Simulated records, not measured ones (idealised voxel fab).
Herein follows the process module entitled voxel transistor to metal.
The cross-section shown here is cut; it is 185 nm wide and divided into square cells measuring 5 nm on a side.
Cross-section spec: square-cell grid; bands listed top down; each band is one or more rows. Heights first: top, then bottom, in nm. Then materials, left to right, each with a width in nm. "full width" on a single material: fills the band edge to edge. "empty": empty space. Where do heights start? At 0: under that level the wafer as delivered is made of one material only. And the lowest band has no floor; it just carries on downward, as in "z 0 and below". The expression "30..40" gives the width at the extremes of the band, the first number at its top row of cells and the second at its bottom row, with the width changing by equal amounts from each row to the next in between. "everything unchanged" -> step changed no cross-section cell. So "Closed cavity list" is basically the list of trapped voids: any empty space of 8 cells or more that can't reach the top through an opening. They're written width x height at distance, the distance being from the left edge, and it's all nm. Whatever follows a step's settings on its line is a remark the simulator itself makes about that step. "overlay nm" on a masked step: distance the mask lay right of its planned place, negative for left.

## The following list gives the planned process steps
1 RECEIVE | material Si
2 CONFORMAL_DEP | material SiO2 | thk nm 5
3 CONFORMAL_DEP | material SiN | thk nm 10
4 PATTERN | tone cover | mask id ACTIVE | material resist | width nm 85 | thk nm 20 | overlay nm 0
5 DIRECTIONAL_ETCH | etch materials SiN | depth nm 10
6 DIRECTIONAL_ETCH | etch materials SiO2 | depth nm 5
7 DIRECTIONAL_ETCH | etch materials Si | depth nm 20
8 STRIP | etch materials resist
9 OXIDIZE | depth nm 5
10 FILL_DEP | material SiO2 | thk nm 15
11 CMP | height nm 15
12 SELECTIVE_ETCH | etch materials SiO2 | depth nm 5
13 STRIP | etch materials SiN
14 SELECTIVE_ETCH | etch materials SiO2 | depth nm 5
15 OXIDIZE | depth nm 5
16 DIRECTIONAL_DEP | material polySi | thk nm 25
17 DIRECTIONAL_DEP | material SiCN | thk nm 15
18 DIRECTIONAL_DEP | material aC | thk nm 10
19 PATTERN | tone cover | mask id GATE | material resist | width nm 15 | thk nm 25 | overlay nm 0
20 DIRECTIONAL_ETCH | etch materials aC | depth nm 10
21 STRIP | etch materials resist
22 DIRECTIONAL_ETCH | etch materials SiCN | depth nm 25
23 DIRECTIONAL_ETCH | etch materials polySi | depth nm 35
24 STRIP | etch materials aC
25 CONFORMAL_DEP | material SiN | thk nm 10
26 DIRECTIONAL_ETCH | etch materials SiN | depth nm 10
27 DIRECTIONAL_ETCH | etch materials SiO2 | depth nm 5
28 EPI | material SiGe | thk nm 5
29 FILL_DEP | material SiO2 | thk nm 10
30 CMP | height nm 40
31 DIRECTIONAL_DEP | material SiO2 | thk nm 15
32 MASKED_ETCH | tone open | mask id CONTACT | width nm 15 | pitch nm 60 | etch materials SiO2 | depth nm 55 | overlay nm 0
33 CONFORMAL_DEP | material TiN | thk nm 5
34 FILL_DEP | material W | thk nm 5
35 CMP | height nm 55
36 CONFORMAL_DEP | material SiCN | thk nm 5
37 DIRECTIONAL_DEP | material SiO2 | thk nm 20
38 PATTERN | tone open | mask id METAL_1 | material resist | width nm 15 | pitch nm 60 | thk nm 15 | overlay nm 0
39 DIRECTIONAL_ETCH | etch materials SiO2 | depth nm 20
40 DIRECTIONAL_ETCH | etch materials SiCN | depth nm 5
41 STRIP | etch materials resist
42 CONFORMAL_DEP | material TiN | thk nm 5
43 FILL_DEP | material Cu | thk nm 5
44 CMP | height nm 80
45 CONFORMAL_DEP | material SiN | thk nm 5

## Cross-sectional view of the wafer in its as-received condition, corresponding to the state after step 1
- z 0 and below: Si full width
- Closed cavity list: none

## Post-module cross-section: identical start and plan to those above, one misstep in execution
- z 85 to 80: SiN full width
- z 80 to 60: SiO2 (55), then TiN (5), then Cu (5), then TiN (5), then SiO2 (45), then TiN (5), then Cu (5), then TiN (5), then SiO2 (55)
- z 60 to 55: SiCN (55), then TiN (15), then SiCN (45), then TiN (15), then SiCN (55)
- z 55 to 40: SiO2 (55), then TiN (5), then W (5), then TiN (5), then SiO2 (45), then TiN (5), then W (5), then TiN (5), then SiO2 (55)
- z 40 to 30: SiO2 (55), then TiN (5), then W (5), then TiN (5), then SiO2 (5), then SiN (10), then SiCN (15), then SiN (10), then SiO2 (5), then TiN (5), then W (5), then TiN (5), then SiO2 (55)
- z 30 to 10: SiO2 (55), then TiN (5), then W (5), then TiN (5), then SiO2 (5), then SiN (10), then polySi (15), then SiN (10), then SiO2 (5), then TiN (5), then W (5), then TiN (5), then SiO2 (55)
- z 10 to 5: SiO2 (55), then TiN (15), then SiO2 (5), then SiN (10), then polySi (15), then SiN (10), then SiO2 (5), then TiN (15), then SiO2 (55)
- z 5 to 0: SiO2 (45), then SiN (10), then SiGe (20), then SiO2 (35), then SiGe (20), then SiN (10), then SiO2 (45)
- z 0 to -5: SiO2 (60), then Si (65), then SiO2 (60)
- z -5 to -20: SiO2 (55), then Si (75), then SiO2 (55)
- z -20 and below: Si full width
- Closed cavity list: none
Deviation noted in wafer processing: planned and actual differ for step 2; actual: CONFORMAL_DEP | material polySi | thk nm 5
